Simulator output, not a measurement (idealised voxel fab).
Herein follows the process module entitled voxel released beams.
Cross-section cut: width 285 nm, square cells of 5 nm.
If you're reading a cross-section in this doc, picture square cells in a grid; it comes to you as bands, top ones listed first down to the bottom, and a band can be one or more rows of cells. A band entry consists of two parts. The first gives the height of the band's top and the height of its bottom, in nm. The rest lists the band's materials from left to right, each with its width in nm. A single material labelled with the word "throughout" fills the band from edge to edge, and the word "blank" marks empty space. Heights are expressed relative to 0, this being the level below which the as-received wafer comprises one material exclusively. The lowest band is unbounded in the downward direction and is denoted as in "0..down". The width entry "30 to 40" should be interpreted row by row: the top row of cells in the band takes the first number, the bottom row takes the second number, and the change between adjacent rows is uniform throughout. "all unchanged" means the step left every cell of the cross-section as it was. The label "Closed internal cavities" introduces a list of the empty spaces, 8 cells or larger, that have no open way up to the top; each entry in it reads width x height at distance, where the distance is taken from the left edge and all three are stated in nm. Formally, on a step line, whatever follows the settings is a remark that the simulator itself makes on the step. overlay nm, on a step with a mask: how far to the right of its planned place the mask lay; to the left if negative.

### Set out below are the planned steps of the process
1. op RECEIVE | material Si
2. op CONFORMAL_DEP | material SiN | thk nm 5
3. op DIRECTIONAL_DEP | material SiO2 | thk nm 10
4. op PATTERN | tone open | mask id ANCHOR | material resist | width nm 35 | thk nm 15 | overlay nm 0
5. op DIRECTIONAL_ETCH | etch materials SiO2 | depth nm 10
6. op STRIP | etch materials resist
7. op CONFORMAL_DEP | material polySi | thk nm 15
8. op DIRECTIONAL_DEP | material aC | thk nm 5
9. op PATTERN | tone cover | mask id BEAM | material resist | width nm 115 | thk nm 25 | overlay nm 0
10. op DIRECTIONAL_ETCH | etch materials aC | depth nm 10
11. op STRIP | etch materials resist
12. op DIRECTIONAL_ETCH | etch materials polySi | depth nm 15
13. op STRIP | etch materials aC
14. op STRIP | etch materials SiO2
Among the wafers covered here, the point of difference is the thk nm at step 8; their starting state is shared, and the plan presents the value of the first wafer.

### First of several wafers (as received, post step 1), cross-sectional view
> 0..down  Si throughout
> Closed internal cavities: none

### Cross-section of the first of several wafers once the module has run through its last step, step 14
> 30..20  blank 80; polySi 20; blank 5; polySi 90; blank 90
> 20..15  blank 80; polySi 115; blank 90
> 15..5  blank 85; polySi 35; blank 165
> 5..0  SiN throughout
> 0..down  Si throughout
> Closed internal cavities: none

### Here's the last wafer cross-sectioned at the end of the module
> 30..20  polySi 100; blank 5; polySi 180
> 20..15  polySi throughout
> 15..5  SiO2 85; polySi 35; SiO2 165
> 5..0  SiN throughout
> 0..down  Si throughout
> Closed internal cavities: none

### Below is a per-wafer table. In it, each row describes the wafer at the end of the module by giving, for each material, the number of cells gained (+) or lost (-) since the wafer was received, and after that the closed voids of the wafer
thk nm 5 | +57 SiN | +81 polySi | Closed internal cavities: none
thk nm 10 | +57 SiN | +81 polySi | Closed internal cavities: none
thk nm 15 | +57 SiN | +100 SiO2 | +183 polySi | Closed internal cavities: none
thk nm 20 | +57 SiN | +100 SiO2 | +183 polySi | Closed internal cavities: none
thk nm 25 | +57 SiN | +100 SiO2 | +183 polySi | Closed internal cavities: none
